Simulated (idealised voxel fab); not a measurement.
The following process module bears the name voxel double patterning.
We display cut, a cross-section 265 nm in width whose square cells are each 5 nm.
We lay out every cross-section as a grid of square cells and spell it out in bands from the top down, where one band means one or more rows of cells.
Band entry format. Leading values: height of top, height of bottom, nm. Remainder: materials in left-to-right order, each with its width in nm. Special words: "everywhere" on a single material, which then fills the band edge to edge; "air", empty space.
Heads up on the height convention: 0 is the point under which the incoming wafer is all one material, and the lowest band has no bottom, it just keeps going down, like "from 0 down".
A two-number width, for instance "30 to 40", indicates that the width is equal to the first number in the top row of the band and to the second number in the bottom row, and that it changes by a constant amount per row of cells.
When a step is marked "nothing different", none of the cells in the cross-section changed during that step.
The label "Closed void table" introduces a list of the empty spaces, 8 cells or larger, that have no open way up to the top; each entry in it reads width x height at distance, where the distance is taken from the left edge and all three are stated in nm.
Note: text after step settings on the step line = simulator remark on that step.
The line of a step may include "overlay nm". On a step with a mask, this value is how far to the right of its planned place the mask lay. A negative value means the mask lay to the left.
# Planned step list for the process
1. RECEIVE,material Si
2. CONFORMAL_DEP,material SiO2,thk nm 5
3. DIRECTIONAL_DEP,material W,thk nm 15
4. DIRECTIONAL_DEP,material SiCN,thk nm 10
5. MASKED_ETCH,tone open,mask id FIRST,width nm 15,pitch nm 50,etch materials SiCN,depth nm 10,overlay nm 0
6. MASKED_ETCH,tone open,mask id SECOND,width nm 15,etch materials SiCN,depth nm 10,overlay nm 0
7. DIRECTIONAL_ETCH,etch materials W,depth nm 15
8. STRIP,etch materials SiCN
# The cross-section here shows the wafer as received, i.e. in its state after step 1
from 0 down  Si everywhere
Closed void table: none
# The cross-section shown corresponds to the wafer at the conclusion of the module. The initial structure and the process plan are those presented above; however, one mistake occurred in executing the plan
from 30 to 20  100 of SiCN / 15 of air / 10 of SiCN / 15 of air / 10 of SiCN / 15 of air / 100 of SiCN
from 20 to 5  100 of W / 15 of air / 10 of W / 15 of air / 10 of W / 15 of air / 100 of W
from 5 to 0  SiO2 everywhere
from 0 down  Si everywhere
Closed void table: none
Diagnosis: plan step 8 skipped
